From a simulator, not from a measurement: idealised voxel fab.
The following process module bears the name voxel released beams.
Shown is cross-section cut, with a width of 280 nm and square cells of size 5 nm.
Each cross-section below is a grid of square cells, stated as bands in top-down order, with one or more rows of cells making up each band.
In this notation a band is specified by the heights of its top and bottom, in that order and in nm, after which its materials appear from left to right, each paired with its width in nm. The word "everywhere" attached to a single material means that material fills the band from edge to edge; the word "empty" stands for empty space.
We count height from 0. Below that, the starting wafer is all one material. The lowest band never ends at the bottom but goes on down; see "0 nm and below" for how that is written.
Width spec "30 to 40" -> top row of cells at first value, bottom row at second value, equal per-row change in between.
Where the words "everything unchanged" appear for a step, the cross-section shows no cell changed by that step; every cell remained as before.
"Fully sealed cavities" enumerates empty spaces isolated from the top, with no open way to it, that contain at least 8 cells, giving each as width x height at distance from the left edge, all three in nm.
On each step's line, the part that comes after the settings is the simulator's own comment on the step.
For masked steps, "overlay nm" on the step line gives how far right of plan the mask actually lay; a minus sign means it lay to the left.
### These are the steps we planned for the process
- 1: RECEIVE,material Si
- 2: CONFORMAL_DEP,material Al2O3,thk nm 10
- 3: DIRECTIONAL_DEP,material SiO2,thk nm 15
- 4: PATTERN,tone open,mask id ANCHOR,material resist,width nm 30,thk nm 15,overlay nm 0
- 5: DIRECTIONAL_ETCH,etch materials SiO2,depth nm 15
- 6: STRIP,etch materials resist
- 7: CONFORMAL_DEP,material SiN,thk nm 10
- 8: PATTERN,tone cover,mask id BEAM,material resist,width nm 75,thk nm 15,overlay nm 0
- 9: DIRECTIONAL_ETCH,etch materials SiN,depth nm 10
- 10: STRIP,etch materials resist
- 11: STRIP,etch materials SiO2
### First out of two wafers; run went to plan
### as received, after step 1
- 0 nm and below  Si everywhere
- Fully sealed cavities: none
### You're looking at a cross-section of the wafer after step 2
- 10 nm to 0 nm  Al2O3 everywhere
- Unchanged below 0.
### You're looking at a cross-section of the wafer after step 3
- 25 nm to 10 nm  SiO2 everywhere
- Unchanged below 10.
### You're looking at a cross-section of the wafer after step 4
- 40 nm to 25 nm  resist=105, empty=30, resist=145
- Unchanged below 25.
### You're looking at a cross-section of the wafer after step 5
- 40 nm to 25 nm  resist=105, empty=30, resist=145
- 25 nm to 10 nm  SiO2=105, empty=30, SiO2=145
- Unchanged below 10.
### You're looking at a cross-section of the wafer after step 6
- 25 nm to 10 nm  SiO2=105, empty=30, SiO2=145
- Unchanged below 10.
### You're looking at a cross-section of the wafer after step 7
- 35 nm to 25 nm  SiN=115, empty=10, SiN=155
- 25 nm to 20 nm  SiO2=105, SiN=10, empty=10, SiN=10, SiO2=145
- 20 nm to 10 nm  SiO2=105, SiN=30, SiO2=145
- Unchanged below 10.
### You're looking at a cross-section of the wafer after step 8
- 50 nm to 35 nm  empty=100, resist=75, empty=105
- 35 nm to 25 nm  SiN=115, resist=10, SiN=155
- 25 nm to 20 nm  SiO2=105, SiN=10, resist=10, SiN=10, SiO2=145
- Unchanged below 20.
### You're looking at a cross-section of the wafer after step 9
- 50 nm to 35 nm  empty=100, resist=75, empty=105
- 35 nm to 25 nm  empty=100, SiN=15, resist=10, SiN=50, empty=105
- Unchanged below 25.
### You're looking at a cross-section of the wafer after step 10
- 35 nm to 25 nm  empty=100, SiN=15, empty=10, SiN=50, empty=105
- 25 nm to 20 nm  SiO2=105, SiN=10, empty=10, SiN=10, SiO2=145
- Unchanged below 20.
### You're looking at a cross-section of the wafer after step 11
- 35 nm to 25 nm  empty=100, SiN=15, empty=10, SiN=50, empty=105
- 25 nm to 20 nm  empty=105, SiN=10, empty=10, SiN=10, empty=145
- 20 nm to 10 nm  empty=105, SiN=30, empty=145
- Unchanged below 10.
### Here the second wafer is described. Its start and its plan were those of the first wafer. Its run contained one mistake. Up to and including step 8, it did exactly what the first wafer did
### Second wafer: cross-section at the scheduled end of step 9
- 50 nm to 35 nm  empty=100, resist=75, empty=105
- 35 nm to 25 nm  empty=100, SiN=15, resist=10, SiN=50, empty=105
- Unchanged below 25.
### Second wafer: cross-section at the scheduled end of step 10
- 35 nm to 25 nm  empty=100, SiN=15, empty=10, SiN=50, empty=105
- 25 nm to 20 nm  SiO2=105, SiN=10, empty=10, SiN=10, SiO2=145
- Unchanged below 20.
### Second wafer: cross-section at the scheduled end of step 11
- 35 nm to 25 nm  empty=100, SiN=15, empty=10, SiN=50, empty=105
- 25 nm to 20 nm  empty=105, SiN=10, empty=10, SiN=10, empty=145
- 20 nm to 10 nm  empty=105, SiN=30, empty=145
- Unchanged below 10.
Which mistake was made when the wafer was run? step 9 in the plan was executed twice
Final cross-sections of the two wafers are identical, so the mistake has no effect on what this model computes.
